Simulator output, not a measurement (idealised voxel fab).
process module | voxel ribs on slabs
cross-section cut | 255 nm wide | cells 5 nm
A cross-section is a grid of square cells, given in bands from the top down. A band is one or more rows of cells.
Each band's line starts with the height of the band's top and of its bottom, in nm. Then come its materials from left to right, each with its width in nm. One material with "throughout" fills the band from edge to edge. "air" is empty space.
Height 0 is the level under which the wafer as received is all one material. The lowest band goes on downwards, as in "0 down".
A width such as "30 to 40" changes by the same amount from each row of cells to the next, from the band's top row to its bottom row.
"no change" after a step means that no cell of the cross-section changed.
closed voids: empty space of 8 cells or more with no open way to the top, each as width x height at its distance from the left edge, in nm
after a step's settings: what the simulator itself notes on the step
overlay nm, on a step with a mask: how far to the right of its planned place the mask lay; to the left if negative
plan
1 op RECEIVE | material Si
2 op DIRECTIONAL_DEP | material SiO2 | thk nm 30
3 op DIRECTIONAL_DEP | material polySi | thk nm 15
4 op MASKED_ETCH | tone cover | mask id RIB | width nm 20 | etch materials polySi | depth nm 10 | overlay nm 0
5 op DIRECTIONAL_DEP | material aC | thk nm 10
6 op PATTERN | tone cover | mask id SLAB | material resist | width nm 80 | thk nm 25 | overlay nm 0
7 op DIRECTIONAL_ETCH | etch materials aC | depth nm 10
8 op STRIP | etch materials resist
9 op DIRECTIONAL_ETCH | etch materials polySi | depth nm 5
10 op STRIP | etch materials aC
11 op FILL_DEP | material SiO2 | thk nm 20
12 op CMP | height nm 60
13 op DIRECTIONAL_DEP | material W | thk nm 10
14 op DIRECTIONAL_DEP | material aC | thk nm 15
15 op PATTERN | tone cover | mask id HEATER | material resist | width nm 30 | thk nm 30 | overlay nm 0
16 op DIRECTIONAL_ETCH | etch materials aC | depth nm 15
17 op STRIP | etch materials resist
18 op DIRECTIONAL_ETCH | etch materials W | depth nm 10
19 op STRIP | etch materials aC
20 op CONFORMAL_DEP | material SiO2 | thk nm 10
as received, after step 1
  0 down: Si throughout
  closed voids: none
a wafer at the end: this start, this plan, one mistake
  80 to 70: air 100 | SiO2 50 | air 105
  70 to 60: SiO2 110 | W 30 | SiO2 115
  60 to 15: SiO2 throughout
  15 to 0: polySi throughout
  0 down: Si throughout
  closed voids: none
what went wrong: steps 2 and 3 were swapped
